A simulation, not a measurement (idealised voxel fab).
Process module heading - voxel gate over fins
Section shown: cut. Width: 160 nm. Cell size: 5 nm, square.
Just so we're on the same page, the cross-sections are grids of square cells, and they're listed out in bands top to bottom, each band one or more rows deep. What a band's entry tells you: where the top is and where the bottom is, as heights in nm, and after that what lies inside, material by material from left to right, each with its width in nm. Empty space is written as the word "empty", and a single material marked with the word "everywhere" occupies the band from edge to edge. The level at which height equals 0 is the one under which the wafer, as it arrives, is entirely one material. No lower edge exists for the bottom band, which continues downward and is notated as in "0 nm and below". Note: "30 to 40" means the width goes from the first number (top row of the band) to the second number (bottom row) in equal steps per row of cells. "no alterations made" (step): cross-section cells unchanged, all of them. "Unvented internal voids" enumerates empty spaces isolated from the top, with no open way to it, that contain at least 8 cells, giving each as width x height at distance from the left edge, all three in nm. Past the settings on a step's line: simulator remark, on that step. The "overlay nm" setting may appear on a step's line; for a step that uses a mask, it gives how far to the right of its planned position the mask lay, and a negative value indicates the left.
### Below is the list of planned process steps
1,RECEIVE,material Si
2,CONFORMAL_DEP,material SiN,thk nm 5
3,DIRECTIONAL_DEP,material aC,thk nm 15
4,PATTERN,tone cover,mask id FINS,material resist,width nm 15,pitch nm 60,thk nm 30,overlay nm 0
5,DIRECTIONAL_ETCH,etch materials aC,depth nm 15
6,STRIP,etch materials resist
7,DIRECTIONAL_ETCH,etch materials SiN,depth nm 5
8,DIRECTIONAL_ETCH,etch materials Si,depth nm 40
9,STRIP,etch materials aC
10,OXIDIZE,depth nm 5
11,FILL_DEP,material SiO2,thk nm 10
12,CMP,height nm 5
13,DIRECTIONAL_DEP,material aC,thk nm 15
14,PATTERN,tone open,mask id RAIL,material resist,width nm 15,thk nm 35,overlay nm 0
15,DIRECTIONAL_ETCH,etch materials aC,depth nm 15
16,STRIP,etch materials resist
17,DIRECTIONAL_ETCH,etch materials SiO2,depth nm 40
18,STRIP,etch materials aC
19,CONFORMAL_DEP,material TiN,thk nm 5
20,FILL_DEP,material W,thk nm 5
21,CMP,height nm 5
22,SELECTIVE_ETCH,etch materials W Ru TiN,depth nm 20
23,FILL_DEP,material SiO2,thk nm 5
24,CMP,height nm 5
25,SELECTIVE_ETCH,etch materials SiO2,depth nm 15
26,STRIP,etch materials SiN
27,CONFORMAL_DEP,material HfO2,thk nm 5
28,CONFORMAL_DEP,material TiN,thk nm 5
29,CONFORMAL_DEP,material TiAl,thk nm 5
30,CONFORMAL_DEP,material TiN,thk nm 5
31,FILL_DEP,material W,thk nm 15
32,CMP,height nm 30
33,CONFORMAL_DEP,material SiCN,thk nm 10
### Wafer as received: cross-section following step 1
0 nm and below: Si everywhere
Unvented internal voids: none
### End-of-module cross-section. Starting structure and process plan as above; one mistake made in running it
40 nm to 30 nm: SiCN everywhere
30 nm to 25 nm: W 15 nm; TiN 125 nm; W 20 nm
25 nm to 20 nm: W 15 nm; TiN 5 nm; TiAl 55 nm; TiN 5 nm; TiAl 55 nm; TiN 5 nm; W 20 nm
20 nm to 15 nm: TiN 20 nm; TiAl 5 nm; TiN 45 nm; TiAl 5 nm; TiN 5 nm; TiAl 5 nm; TiN 45 nm; TiAl 5 nm; TiN 25 nm
15 nm to 10 nm: TiAl 25 nm; TiN 45 nm; TiAl 15 nm; TiN 45 nm; TiAl 30 nm
10 nm to 5 nm: TiN everywhere
5 nm to 0 nm: TiN 40 nm; HfO2 15 nm; TiN 45 nm; HfO2 15 nm; TiN 45 nm
0 nm to -5 nm: TiN 40 nm; HfO2 5 nm; Si 5 nm; HfO2 5 nm; TiN 45 nm; HfO2 5 nm; Si 5 nm; HfO2 5 nm; TiN 45 nm
-5 nm to -10 nm: HfO2 45 nm; Si 5 nm; HfO2 55 nm; Si 5 nm; HfO2 50 nm
-10 nm to -15 nm: SiO2 45 nm; Si 5 nm; SiO2 55 nm; Si 5 nm; SiO2 50 nm
-15 nm to -30 nm: SiO2 45 nm; Si 5 nm; SiO2 20 nm; TiN 5 nm; W 5 nm; TiN 5 nm; SiO2 20 nm; Si 5 nm; SiO2 50 nm
-30 nm to -35 nm: SiO2 45 nm; Si 5 nm; SiO2 20 nm; TiN 15 nm; SiO2 20 nm; Si 5 nm; SiO2 50 nm
-35 nm to -45 nm: SiO2 45 nm; Si 5 nm; SiO2 55 nm; Si 5 nm; SiO2 50 nm
-45 nm and below: Si everywhere
Unvented internal voids: none
Processing error: step 28 did not happen as planned, as run it was CONFORMAL_DEP,material TiN,thk nm 15
